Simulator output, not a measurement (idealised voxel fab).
Process module in this document: voxel fin reveal
The width of the displayed cross-section, cut, is 160 nm; its cells are square, with a size of 5 nm.
We lay out every cross-section as a grid of square cells and spell it out in bands from the top down, where one band means one or more rows of cells.
Per band: top height and bottom height in nm, followed by the left-to-right materials and their widths in nm; "throughout" marks a single material spanning edge to edge, "empty" marks empty space.
Zero point of the height axis is 0; under it, received wafer = one material. Lowest band: continues down indefinitely, "0 down".
Graded width ("30..40"): value in top row of band = first number; value in bottom row = second number; row-to-row change constant.
Step marked "no modification"? Then no cell in the cross-section changed in it.
Listed in "Closed void list": every empty space of 8 or more cells without an open way to the top. Form: width x height at distance, the distance being from the left edge, all in nm.
That trailing text on a step's line, after the settings, is the simulator's own remark on the step.
If you see "overlay nm" on a step's line and that step has a mask, it's telling you how far right of where it was planned the mask ended up; a negative number means it went left instead.

-- The process steps that were planned are listed below
step 1: RECEIVE, material Si
step 2: CONFORMAL_DEP, material SiN, thk nm 10
step 3: PATTERN, tone cover, mask id FINS, material resist, width nm 15, pitch nm 40, thk nm 20, overlay nm 0
step 4: DIRECTIONAL_ETCH, etch materials SiN, depth nm 10
step 5: DIRECTIONAL_ETCH, etch materials Si, depth nm 30
step 6: STRIP, etch materials resist
step 7: OXIDIZE, depth nm 5
step 8: FILL_DEP, material SiO2, thk nm 5
step 9: CMP, height nm 10
step 10: SELECTIVE_ETCH, etch materials SiO2, depth nm 25
step 11: STRIP, etch materials SiN
step 12: CONFORMAL_DEP, material HfO2, thk nm 5

-- Cross-sectional view of the wafer in its as-received condition, corresponding to the state after step 1
- 0 down  Si throughout
- Closed void list: none

-- Cross-sectional image of the first of two wafers at the end of the module, the run having proceeded as planned
- 5 to 0  30 of empty | 15 of HfO2 | 25 of empty | 15 of HfO2 | 25 of empty | 15 of HfO2 | 35 of empty
- 0 to -10  30 of empty | 5 of HfO2 | 5 of Si | 5 of HfO2 | 25 of empty | 5 of HfO2 | 5 of Si | 5 of HfO2 | 25 of empty | 5 of HfO2 | 5 of Si | 5 of HfO2 | 35 of empty
- -10 to -15  35 of HfO2 | 5 of Si | 35 of HfO2 | 5 of Si | 35 of HfO2 | 5 of Si | 40 of HfO2
- -15 to -35  35 of SiO2 | 5 of Si | 35 of SiO2 | 5 of Si | 35 of SiO2 | 5 of Si | 40 of SiO2
- -35 down  Si throughout
- Closed void list: none

-- Cross-section, second wafer: same start as the first, same plan as the first, one mistake in running it; taken at the end of the module
- 5 to 0  30 of HfO2 | 15 of empty | 25 of HfO2 | 15 of empty | 25 of HfO2 | 15 of empty | 35 of HfO2
- 0 to -10  25 of Si | 5 of HfO2 | 15 of empty | 5 of HfO2 | 15 of Si | 5 of HfO2 | 15 of empty | 5 of HfO2 | 15 of Si | 5 of HfO2 | 15 of empty | 5 of HfO2 | 30 of Si
- -10 to -15  25 of Si | 25 of HfO2 | 15 of Si | 25 of HfO2 | 15 of Si | 25 of HfO2 | 30 of Si
- -15 to -35  25 of Si | 25 of SiO2 | 15 of Si | 25 of SiO2 | 15 of Si | 25 of SiO2 | 30 of Si
- -35 down  Si throughout
- Closed void list: none
Against the plan, the run slipped here: step 3: run off-plan, actual operation and settings PATTERN, tone open, mask id FINS, material resist, width nm 15, pitch nm 40, thk nm 20, overlay nm 0
Final difference in cells, second wafer against first, listed per material as more or fewer: +98 Si; -56 SiO2
